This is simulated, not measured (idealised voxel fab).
A process module follows: voxel released beams.
The figure presents cross-section cut, which has a width of 255 nm and is divided into square cells with an edge length of 5 nm.
Square cells in a grid make up a cross-section in this document, and the grid is given as bands, listed from the top down, each one or more rows of cells. What a band's entry tells you: where the top is and where the bottom is, as heights in nm, and after that what lies inside, material by material from left to right, each with its width in nm. Empty space is written as the word "empty", and a single material marked with the word "edge to edge" occupies the band from edge to edge. Measure heights from 0. That's the level where, below it, the as-received wafer is all one material. The lowest band is bottomless and extends downward; write it as in "0 -> down". Think of "30..40" as a width that walks from the first number to the second as you go down the band, top row to bottom row, taking equal-sized steps from row to row. "nothing different" after a step means that no cell of the cross-section changed. Basically, "Cavities, closed" tells you about the enclosed voids: empty spaces with no open way to the top, 8 cells or bigger, each written width x height at distance, where distance is from the left edge, all in nm. Where a step's line continues beyond its settings, the continuation is a remark by the simulator itself on that step. A step's line can hold "overlay nm"; with a mask on that step, the setting says how far right of the planned place the mask lay, while a negative setting says it lay to the left.

-- These are the steps we planned for the process
1,RECEIVE | material Si
2,CONFORMAL_DEP | material Al2O3 | thk nm 10
3,DIRECTIONAL_DEP | material SiO2 | thk nm 15
4,DIRECTIONAL_DEP | material aC | thk nm 15
5,PATTERN | tone open | mask id ANCHOR | material resist | width nm 45 | thk nm 30 | overlay nm 0
6,DIRECTIONAL_ETCH | etch materials aC | depth nm 15
7,STRIP | etch materials resist
8,DIRECTIONAL_ETCH | etch materials SiO2 | depth nm 15
9,STRIP | etch materials aC
10,CONFORMAL_DEP | material polySi | thk nm 15
11,PATTERN | tone cover | mask id BEAM | material resist | width nm 110 | thk nm 20 | overlay nm 0
12,DIRECTIONAL_ETCH | etch materials polySi | depth nm 15
13,STRIP | etch materials resist
14,STRIP | etch materials SiO2

-- This is the cross-section of the wafer as we received it, i.e. after step 1
* 0 -> down = Si edge to edge
* Cavities, closed: none

-- Sectioned view, first of two wafers, at the close of the module, processed as intended in the plan
* 40 -> 25 = 70 nm empty | 20 nm polySi | 15 nm empty | 75 nm polySi | 75 nm empty
* 25 -> 10 = 75 nm empty | 45 nm polySi | 135 nm empty
* 10 -> 0 = Al2O3 edge to edge
* 0 -> down = Si edge to edge
* Cavities, closed: none

-- Cross-section, second wafer: same start as the first, same plan as the first, one mistake in running it; taken at the end of the module
* 40 -> 25 = 75 nm empty | 15 nm polySi | 15 nm empty | 80 nm polySi | 70 nm empty
* 25 -> 10 = 75 nm empty | 45 nm polySi | 135 nm empty
* 10 -> 0 = Al2O3 edge to edge
* 0 -> down = Si edge to edge
* Cavities, closed: none
Run error: in deviation from the planned setting, step 11 was conducted as PATTERN | tone cover | mask id BEAM | material resist | width nm 110 | thk nm 20 | overlay nm 5
The concluding comparison shows that, measured in cells, each material is equally abundant on both wafers, albeit at different positions.
